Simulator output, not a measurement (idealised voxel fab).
You're looking at the process module voxel wiring stack.
The cross-section shown here is cut; it is 300 nm wide and divided into square cells measuring 5 nm on a side.
Square cells in a grid make up a cross-section in this document, and the grid is given as bands, listed from the top down, each one or more rows of cells. Heights first: top, then bottom, in nm. Then materials, left to right, each with a width in nm. "all across" on a single material: fills the band edge to edge. "blank": empty space. Heads up on the height convention: 0 is the point under which the incoming wafer is all one material, and the lowest band has no bottom, it just keeps going down, like "0..down". Note: "30->40" means the width goes from the first number (top row of the band) to the second number (bottom row) in equal steps per row of cells. For the purposes of this document, the phrase "nothing different" attached to a step denotes that no cell within the cross-section was modified by that step. Closed empty spaces (no open way to the top) of 8 cells or more are what "Enclosed void entries" lists, each as width x height at distance from the left edge, nm for all three. Read whatever lies past the settings on a step's line as the simulator's own remark about the step. "overlay nm" on a masked step: distance the mask lay right of its planned place, negative for left.
## The steps planned for the process are as follows
- 1: RECEIVE | material Si
- 2: CONFORMAL_DEP | material SiO2 | thk nm 10
- 3: DIRECTIONAL_DEP | material TiN | thk nm 5
- 4: DIRECTIONAL_DEP | material Ru | thk nm 15
- 5: PATTERN | tone cover | mask id METAL_1 | material resist | width nm 20 | pitch nm 40 | thk nm 15 | overlay nm 0
- 6: DIRECTIONAL_ETCH | etch materials Ru | depth nm 15
- 7: DIRECTIONAL_ETCH | etch materials TiN | depth nm 5
- 8: STRIP | etch materials resist
- 9: CONFORMAL_DEP | material SiCN | thk nm 5
- 10: FILL_DEP | material SiO2 | thk nm 5
- 11: CMP | height nm 30
- 12: CONFORMAL_DEP | material SiCN | thk nm 5
- 13: DIRECTIONAL_DEP | material SiO2 | thk nm 15
- 14: DIRECTIONAL_DEP | material aC | thk nm 15
- 15: PATTERN | tone open | mask id PLUG_1 | material resist | width nm 15 | pitch nm 40 | thk nm 30 | overlay nm 0
- 16: DIRECTIONAL_ETCH | etch materials aC | depth nm 15
- 17: STRIP | etch materials resist
- 18: DIRECTIONAL_ETCH | etch materials SiO2 | depth nm 15
- 19: DIRECTIONAL_ETCH | etch materials SiCN | depth nm 5
- 20: STRIP | etch materials aC
- 21: CONFORMAL_DEP | material TiN | thk nm 5
- 22: FILL_DEP | material Cu | thk nm 5
- 23: CMP | height nm 50
- 24: CONFORMAL_DEP | material SiN | thk nm 5
- 25: DIRECTIONAL_DEP | material lowk | thk nm 20
- 26: DIRECTIONAL_DEP | material aC | thk nm 15
- 27: PATTERN | tone open | mask id METAL_2 | material resist | width nm 20 | pitch nm 40 | thk nm 30 | overlay nm 0
- 28: DIRECTIONAL_ETCH | etch materials aC | depth nm 15
- 29: STRIP | etch materials resist
- 30: DIRECTIONAL_ETCH | etch materials lowk | depth nm 20
- 31: DIRECTIONAL_ETCH | etch materials SiN | depth nm 5
- 32: STRIP | etch materials aC
- 33: CONFORMAL_DEP | material TiN | thk nm 5
- 34: FILL_DEP | material Cu | thk nm 5
- 35: CMP | height nm 75
- 36: CONFORMAL_DEP | material SiCN | thk nm 5
- 37: DIRECTIONAL_DEP | material lowk | thk nm 30
- 38: PATTERN | tone open | mask id METAL_3_HOLES | material resist | width nm 15 | thk nm 20 | overlay nm 0
- 39: DIRECTIONAL_ETCH | etch materials lowk | depth nm 30
- 40: STRIP | etch materials resist
- 41: MASKED_ETCH | tone open | mask id METAL_3 | width nm 20 | pitch nm 40 | etch materials lowk | depth nm 15 | overlay nm 0
- 42: MASKED_ETCH | tone open | mask id METAL_3 | width nm 20 | pitch nm 40 | etch materials SiCN | depth nm 5 | overlay nm 0
- 43: CONFORMAL_DEP | material TiN | thk nm 5
- 44: FILL_DEP | material Ru | thk nm 5
- 45: CMP | height nm 110
- 46: CONFORMAL_DEP | material SiN | thk nm 5
## Cross-section of the wafer as it came to us, i.e., already through step 1
> 0..down: Si all across
> Enclosed void entries: none
## Module complete - cross-section of the first of two wafers, run according to plan
> 115..110: SiN all across
> 110..100: lowk 120 nm / TiN 5 nm / Ru 10 nm / TiN 5 nm / lowk 20 nm / TiN 5 nm / Ru 10 nm / TiN 5 nm / lowk 120 nm
> 100..95: lowk 120 nm / TiN 5 nm / Ru 5 nm / TiN 10 nm / lowk 20 nm / TiN 20 nm / lowk 120 nm
> 95..80: lowk 120 nm / TiN 5 nm / Ru 5 nm / TiN 5 nm / lowk 165 nm
> 80..75: SiCN 120 nm / TiN 15 nm / SiCN 165 nm
> 75..55: lowk 120 nm / TiN 5 nm / Cu 10 nm / TiN 5 nm / lowk 20 nm / TiN 5 nm / Cu 10 nm / TiN 5 nm / lowk 120 nm
> 55..50: SiN 120 nm / TiN 20 nm / SiN 20 nm / TiN 20 nm / SiN 120 nm
> 50..35: SiO2 120 nm / TiN 5 nm / Cu 5 nm / TiN 5 nm / SiO2 25 nm / TiN 5 nm / Cu 5 nm / TiN 5 nm / SiO2 125 nm
> 35..30: SiCN 120 nm / TiN 15 nm / SiCN 25 nm / TiN 15 nm / SiCN 125 nm
> 30..15: SiO2 115 nm / SiCN 5 nm / Ru 20 nm / SiCN 5 nm / SiO2 10 nm / SiCN 5 nm / Ru 20 nm / SiCN 5 nm / SiO2 115 nm
> 15..10: SiCN 120 nm / TiN 20 nm / SiCN 20 nm / TiN 20 nm / SiCN 120 nm
> 10..0: SiO2 all across
> 0..down: Si all across
> Enclosed void entries: none
## Now the second wafer, cross-sectioned at the end of the module. Nothing different at the start, nothing different in the plan compared with the first, just one mistake when it was actually run
> 115..110: SiN all across
> 110..105: SiCN 120 nm / TiN 20 nm / SiCN 20 nm / TiN 20 nm / SiCN 120 nm
> 105..75: lowk all across
> 75..55: lowk 120 nm / TiN 5 nm / Cu 10 nm / TiN 5 nm / lowk 20 nm / TiN 5 nm / Cu 10 nm / TiN 5 nm / lowk 120 nm
> 55..50: SiN 120 nm / TiN 20 nm / SiN 20 nm / TiN 20 nm / SiN 120 nm
> 50..35: SiO2 120 nm / TiN 5 nm / Cu 5 nm / TiN 5 nm / SiO2 25 nm / TiN 5 nm / Cu 5 nm / TiN 5 nm / SiO2 125 nm
> 35..30: SiCN 120 nm / TiN 15 nm / SiCN 25 nm / TiN 15 nm / SiCN 125 nm
> 30..15: SiO2 115 nm / SiCN 5 nm / Ru 20 nm / SiCN 5 nm / SiO2 10 nm / SiCN 5 nm / Ru 20 nm / SiCN 5 nm / SiO2 115 nm
> 15..10: SiCN 120 nm / TiN 20 nm / SiCN 20 nm / TiN 20 nm / SiCN 120 nm
> 10..0: SiO2 all across
> 0..down: Si all across
> Enclosed void entries: none
What was done differently from what was planned? it was found that steps 36 and 37 of the process plan had been performed in exchanged positions
Cell-count delta at end, second wafer over first, by material: Ru: 12 fewer | SiCN: 5 fewer | TiN: 16 fewer | lowk: 33 more
